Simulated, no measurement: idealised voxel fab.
The following is a process module called voxel released beams.
Displayed cross-section: cut, width of 225 nm, square cells sized 5 nm.
Notation: cross-section as square-cell grid; stated in bands, top first, going down; one or more cell rows per band. Top, bottom (nm), then materials left to right with widths (nm); lone material tagged "edge to edge" fills the whole band edge to edge; "blank" = empty space. Heights are reckoned from 0. Under this level, the received wafer is all of one material. The bottommost band is open-ended downward, for example "from 0 down". A two-number width, for instance "30 to 40", indicates that the width is equal to the first number in the top row of the band and to the second number in the bottom row, and that it changes by a constant amount per row of cells. The cross-section has no changed cell in any step marked "same as before". In "Sealed internal voids" the enclosed voids are listed, meaning empty spaces of 8 cells or larger without any opening to the top. The form is width x height at distance, distance from the left edge, units nm. Text after the settings on a step's line: the simulator's own remark on that step. On any step carrying a mask, the "overlay nm" setting, if present on the step's line, tells how far right of its planned place the mask lay; negative values point to the left.

The steps planned for the process are as follows
| 1 | RECEIVE (material Si) |
| 2 | CONFORMAL_DEP (material Al2O3; thk nm 5) |
| 3 | DIRECTIONAL_DEP (material SiO2; thk nm 20) |
| 4 | MASKED_ETCH (tone open; mask id ANCHOR; width nm 40; etch materials SiO2; depth nm 20; overlay nm 0) |
| 5 | CONFORMAL_DEP (material SiN; thk nm 15) |
| 6 | MASKED_ETCH (tone cover; mask id BEAM; width nm 120; etch materials SiN; depth nm 15; overlay nm 0) |
| 7 | STRIP (etch materials SiO2) |

What follows covers the first of two wafers; it ran as planned

Wafer at receipt (post step 1), cross-section
    from 0 down = Si edge to edge
    Sealed internal voids: none

The following cross-section depicts the wafer upon completion of step 2
    from 5 to 0 = Al2O3 edge to edge
    Below 0 it's all the same as before, nothing changed down there.

The following cross-section depicts the wafer upon completion of step 3
    from 25 to 5 = SiO2 edge to edge
    Below 5 it's all the same as before, nothing changed down there.

The following cross-section depicts the wafer upon completion of step 4
    from 25 to 5 = 55 nm SiO2 / 40 nm blank / 130 nm SiO2
    Below 5 it's all the same as before, nothing changed down there.

The following cross-section depicts the wafer upon completion of step 5
    from 40 to 25 = 70 nm SiN / 10 nm blank / 145 nm SiN
    from 25 to 20 = 55 nm SiO2 / 15 nm SiN / 10 nm blank / 15 nm SiN / 130 nm SiO2
    from 20 to 5 = 55 nm SiO2 / 40 nm SiN / 130 nm SiO2
    Below 5 it's all the same as before, nothing changed down there.

The following cross-section depicts the wafer upon completion of step 6
    from 40 to 25 = 50 nm blank / 20 nm SiN / 10 nm blank / 90 nm SiN / 55 nm blank
    Below 25 it's all the same as before, nothing changed down there.

The following cross-section depicts the wafer upon completion of step 7
    from 40 to 25 = 50 nm blank / 20 nm SiN / 10 nm blank / 90 nm SiN / 55 nm blank
    from 25 to 20 = 55 nm blank / 15 nm SiN / 10 nm blank / 15 nm SiN / 130 nm blank
    from 20 to 5 = 55 nm blank / 40 nm SiN / 130 nm blank
    Below 5 it's all the same as before, nothing changed down there.

The Second Wafer: Common Origin and Plan, One Mistake in Execution, Identical to the First Through Step 2

Second wafer, section view, time point: scheduled end of step 3
    from 25 to 0 = Al2O3 edge to edge
    Below 0 it's all the same as before, nothing changed down there.

Second wafer, section view, time point: scheduled end of step 4: same as before

Second wafer, section view, time point: scheduled end of step 5
    from 40 to 25 = SiN edge to edge
    Below 25 it's all the same as before, nothing changed down there.

Second wafer, section view, time point: scheduled end of step 6
    from 40 to 25 = 50 nm blank / 120 nm SiN / 55 nm blank
    Below 25 it's all the same as before, nothing changed down there.

Second wafer, section view, time point: scheduled end of step 7: same as before
Deviation noted in wafer processing: step 3, actual vs plan mismatch, actual run DIRECTIONAL_DEP (material Al2O3; thk nm 20)
Once processing is complete, comparing cell counts shows that the second wafer has more or fewer of certain materials than the first: +180 Al2O3 | -24 SiN
